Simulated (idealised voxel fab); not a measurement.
process module | voxel gate over fins
Pictured: cross-section cut, 175 nm wide, on a grid of 5 nm square cells.
Notation: cross-section as square-cell grid; stated in bands, top first, going down; one or more cell rows per band. Read a band's entry like this: the first values are the height of its top and the height of its bottom in nm, and what follows is the sequence of materials from left to right, each with its width in nm. Note that "empty" is empty space, and that a single material marked "throughout" reaches across the band from edge to edge. Height 0 is the level under which the wafer as received is all one material. The lowest band goes on downwards, as in "0 and below". The expression "30->40" gives the width at the extremes of the band, the first number at its top row of cells and the second at its bottom row, with the width changing by equal amounts from each row to the next in between. Key: "same as before" - step with no changed cell in the cross-section. "Voids, fully enclosed": empty spaces of 8 cells or more with no open way to the top, each given as width x height at distance, distance from the left edge, all in nm. Formally, on a step line, whatever follows the settings is a remark that the simulator itself makes on the step. Among the settings permitted on a step's line is "overlay nm"; applied to a step with a mask, it specifies the extent to which the mask lay to the right of its planned position, whereas a negative figure signifies a position to the left.

STEPS IN THE PROCESS PLAN
| 1 | RECEIVE | material Si |
| 2 | CONFORMAL_DEP | material SiN | thk nm 10 |
| 3 | PATTERN | tone cover | mask id FINS | material resist | width nm 15 | pitch nm 35 | thk nm 20 | overlay nm 0 |
| 4 | DIRECTIONAL_ETCH | etch materials SiN | depth nm 10 |
| 5 | DIRECTIONAL_ETCH | etch materials Si | depth nm 30 |
| 6 | STRIP | etch materials resist |
| 7 | OXIDIZE | depth nm 5 |
| 8 | FILL_DEP | material SiO2 | thk nm 15 |
| 9 | CMP | height nm 10 |
| 10 | SELECTIVE_ETCH | etch materials SiO2 | depth nm 25 |
| 11 | STRIP | etch materials SiN |
| 12 | CONFORMAL_DEP | material HfO2 | thk nm 5 |
| 13 | CONFORMAL_DEP | material TiN | thk nm 5 |
| 14 | CONFORMAL_DEP | material TiAl | thk nm 5 |
| 15 | CONFORMAL_DEP | material TiN | thk nm 5 |
| 16 | FILL_DEP | material W | thk nm 15 |
| 17 | CMP | height nm 30 |
| 18 | CONFORMAL_DEP | material SiCN | thk nm 10 |

RUN AS PLANNED: FIRST OF TWO WAFERS

DELIVERED WAFER IN CROSS-SECTION: STATE AFTER STEP 1
0 and below = Si throughout
Voids, fully enclosed: none

AFTER STEP 2, IN CROSS-SECTION
10 down to 0 = SiN throughout
Whatever lies below 0 is exactly as it was before.

AFTER STEP 3, IN CROSS-SECTION
30 down to 10 = empty: 45  resist: 15  empty: 20  resist: 15  empty: 20  resist: 15  empty: 45
Whatever lies below 10 is exactly as it was before.

AFTER STEP 4, IN CROSS-SECTION
30 down to 10 = empty: 45  resist: 15  empty: 20  resist: 15  empty: 20  resist: 15  empty: 45
10 down to 0 = empty: 45  SiN: 15  empty: 20  SiN: 15  empty: 20  SiN: 15  empty: 45
Whatever lies below 0 is exactly as it was before.

AFTER STEP 5, IN CROSS-SECTION
30 down to 10 = empty: 45  resist: 15  empty: 20  resist: 15  empty: 20  resist: 15  empty: 45
10 down to 0 = empty: 45  SiN: 15  empty: 20  SiN: 15  empty: 20  SiN: 15  empty: 45
0 down to -30 = empty: 45  Si: 15  empty: 20  Si: 15  empty: 20  Si: 15  empty: 45
Whatever lies below -30 is exactly as it was before.

AFTER STEP 6, IN CROSS-SECTION
10 down to 0 = empty: 45  SiN: 15  empty: 20  SiN: 15  empty: 20  SiN: 15  empty: 45
Whatever lies below 0 is exactly as it was before.

AFTER STEP 7, IN CROSS-SECTION
10 down to 0 = empty: 45  SiN: 15  empty: 20  SiN: 15  empty: 20  SiN: 15  empty: 45
0 down to -30 = empty: 45  SiO2: 5  Si: 5  SiO2: 5  empty: 20  SiO2: 5  Si: 5  SiO2: 5  empty: 20  SiO2: 5  Si: 5  SiO2: 5  empty: 45
-30 down to -35 = SiO2: 50  Si: 5  SiO2: 30  Si: 5  SiO2: 30  Si: 5  SiO2: 50
Whatever lies below -35 is exactly as it was before.

AFTER STEP 8, IN CROSS-SECTION
25 down to 10 = SiO2 throughout
10 down to 0 = SiO2: 45  SiN: 15  SiO2: 20  SiN: 15  SiO2: 20  SiN: 15  SiO2: 45
0 down to -35 = SiO2: 50  Si: 5  SiO2: 30  Si: 5  SiO2: 30  Si: 5  SiO2: 50
Whatever lies below -35 is exactly as it was before.

AFTER STEP 9, IN CROSS-SECTION
10 down to 0 = SiO2: 45  SiN: 15  SiO2: 20  SiN: 15  SiO2: 20  SiN: 15  SiO2: 45
Whatever lies below 0 is exactly as it was before.

AFTER STEP 10, IN CROSS-SECTION
10 down to 0 = empty: 45  SiN: 15  empty: 20  SiN: 15  empty: 20  SiN: 15  empty: 45
0 down to -15 = empty: 50  Si: 5  empty: 30  Si: 5  empty: 30  Si: 5  empty: 50
Whatever lies below -15 is exactly as it was before.

AFTER STEP 11, IN CROSS-SECTION
0 down to -15 = empty: 50  Si: 5  empty: 30  Si: 5  empty: 30  Si: 5  empty: 50
Whatever lies below -15 is exactly as it was before.

AFTER STEP 12, IN CROSS-SECTION
5 down to 0 = empty: 45  HfO2: 15  empty: 20  HfO2: 15  empty: 20  HfO2: 15  empty: 45
0 down to -10 = empty: 45  HfO2: 5  Si: 5  HfO2: 5  empty: 20  HfO2: 5  Si: 5  HfO2: 5  empty: 20  HfO2: 5  Si: 5  HfO2: 5  empty: 45
-10 down to -15 = HfO2: 50  Si: 5  HfO2: 30  Si: 5  HfO2: 30  Si: 5  HfO2: 50
Whatever lies below -15 is exactly as it was before.

AFTER STEP 13, IN CROSS-SECTION
10 down to 5 = empty: 40  TiN: 25  empty: 10  TiN: 25  empty: 10  TiN: 25  empty: 40
5 down to 0 = empty: 40  TiN: 5  HfO2: 15  TiN: 5  empty: 10  TiN: 5  HfO2: 15  TiN: 5  empty: 10  TiN: 5  HfO2: 15  TiN: 5  empty: 40
0 down to -5 = empty: 40  TiN: 5  HfO2: 5  Si: 5  HfO2: 5  TiN: 5  empty: 10  TiN: 5  HfO2: 5  Si: 5  HfO2: 5  TiN: 5  empty: 10  TiN: 5  HfO2: 5  Si: 5  HfO2: 5  TiN: 5  empty: 40
-5 down to -10 = TiN: 45  HfO2: 5  Si: 5  HfO2: 5  TiN: 20  HfO2: 5  Si: 5  HfO2: 5  TiN: 20  HfO2: 5  Si: 5  HfO2: 5  TiN: 45
Whatever lies below -10 is exactly as it was before.

AFTER STEP 14, IN CROSS-SECTION
15 down to 10 = empty: 35  TiAl: 105  empty: 35
10 down to 5 = empty: 35  TiAl: 5  TiN: 25  TiAl: 10  TiN: 25  TiAl: 10  TiN: 25  TiAl: 5  empty: 35
5 down to 0 = empty: 35  TiAl: 5  TiN: 5  HfO2: 15  TiN: 5  TiAl: 10  TiN: 5  HfO2: 15  TiN: 5  TiAl: 10  TiN: 5  HfO2: 15  TiN: 5  TiAl: 5  empty: 35
0 down to -5 = TiAl: 40  TiN: 5  HfO2: 5  Si: 5  HfO2: 5  TiN: 5  TiAl: 10  TiN: 5  HfO2: 5  Si: 5  HfO2: 5  TiN: 5  TiAl: 10  TiN: 5  HfO2: 5  Si: 5  HfO2: 5  TiN: 5  TiAl: 40
Whatever lies below -5 is exactly as it was before.

AFTER STEP 15, IN CROSS-SECTION
20 down to 15 = empty: 30  TiN: 115  empty: 30
15 down to 10 = empty: 30  TiN: 5  TiAl: 105  TiN: 5  empty: 30
10 down to 5 = empty: 30  TiN: 5  TiAl: 5  TiN: 25  TiAl: 10  TiN: 25  TiAl: 10  TiN: 25  TiAl: 5  TiN: 5  empty: 30
5 down to 0 = TiN: 35  TiAl: 5  TiN: 5  HfO2: 15  TiN: 5  TiAl: 10  TiN: 5  HfO2: 15  TiN: 5  TiAl: 10  TiN: 5  HfO2: 15  TiN: 5  TiAl: 5  TiN: 35
Whatever lies below 0 is exactly as it was before.

AFTER STEP 16, IN CROSS-SECTION
35 down to 20 = W throughout
20 down to 15 = W: 30  TiN: 115  W: 30
15 down to 10 = W: 30  TiN: 5  TiAl: 105  TiN: 5  W: 30
10 down to 5 = W: 30  TiN: 5  TiAl: 5  TiN: 25  TiAl: 10  TiN: 25  TiAl: 10  TiN: 25  TiAl: 5  TiN: 5  W: 30
Whatever lies below 5 is exactly as it was before.

AFTER STEP 17, IN CROSS-SECTION
30 down to 20 = W throughout
Whatever lies below 20 is exactly as it was before.

AFTER STEP 18, IN CROSS-SECTION
40 down to 30 = SiCN throughout
Whatever lies below 30 is exactly as it was before.

NOW THE OTHER WAFER: SAME START, SAME RECIPE, BUT WE MESSED UP ONE THING WHEN RUNNING IT. UP TO AND INCLUDING STEP 11 IT'S THE SAME AS THE FIRST ONE

SECOND WAFER AT THE PLANNED FINISH OF STEP 12, SEEN IN CROSS-SECTION
15 down to 0 = empty: 35  HfO2: 105  empty: 35
0 down to -15 = HfO2: 50  Si: 5  HfO2: 30  Si: 5  HfO2: 30  Si: 5  HfO2: 50
Whatever lies below -15 is exactly as it was before.

SECOND WAFER AT THE PLANNED FINISH OF STEP 13, SEEN IN CROSS-SECTION
20 down to 15 = empty: 30  TiN: 115  empty: 30
15 down to 5 = empty: 30  TiN: 5  HfO2: 105  TiN: 5  empty: 30
5 down to 0 = TiN: 35  HfO2: 105  TiN: 35
Whatever lies below 0 is exactly as it was before.

SECOND WAFER AT THE PLANNED FINISH OF STEP 14, SEEN IN CROSS-SECTION
25 down to 20 = empty: 25  TiAl: 125  empty: 25
20 down to 15 = empty: 25  TiAl: 5  TiN: 115  TiAl: 5  empty: 25
15 down to 10 = empty: 25  TiAl: 5  TiN: 5  HfO2: 105  TiN: 5  TiAl: 5  empty: 25
10 down to 5 = TiAl: 30  TiN: 5  HfO2: 105  TiN: 5  TiAl: 30
Whatever lies below 5 is exactly as it was before.

SECOND WAFER AT THE PLANNED FINISH OF STEP 15, SEEN IN CROSS-SECTION
30 down to 25 = empty: 20  TiN: 135  empty: 20
25 down to 20 = empty: 20  TiN: 5  TiAl: 125  TiN: 5  empty: 20
20 down to 15 = empty: 20  TiN: 5  TiAl: 5  TiN: 115  TiAl: 5  TiN: 5  empty: 20
15 down to 10 = TiN: 25  TiAl: 5  TiN: 5  HfO2: 105  TiN: 5  TiAl: 5  TiN: 25
Whatever lies below 10 is exactly as it was before.

SECOND WAFER AT THE PLANNED FINISH OF STEP 16, SEEN IN CROSS-SECTION
45 down to 30 = W throughout
30 down to 25 = W: 20  TiN: 135  W: 20
25 down to 20 = W: 20  TiN: 5  TiAl: 125  TiN: 5  W: 20
20 down to 15 = W: 20  TiN: 5  TiAl: 5  TiN: 115  TiAl: 5  TiN: 5  W: 20
Whatever lies below 15 is exactly as it was before.

SECOND WAFER AT THE PLANNED FINISH OF STEP 17, SEEN IN CROSS-SECTION
30 down to 25 = W: 20  TiN: 135  W: 20
Whatever lies below 25 is exactly as it was before.

SECOND WAFER AT THE PLANNED FINISH OF STEP 18, SEEN IN CROSS-SECTION
40 down to 30 = SiCN throughout
Whatever lies below 30 is exactly as it was before.
So what did we get wrong on this run? step 12 did not happen as planned, as run it was CONFORMAL_DEP | material HfO2 | thk nm 15
Wrapping up, a cell-based count of both wafers puts the second over or under the first for these materials: HfO2: 106 more | TiAl: 12 fewer | TiN: 12 fewer | W: 82 fewer
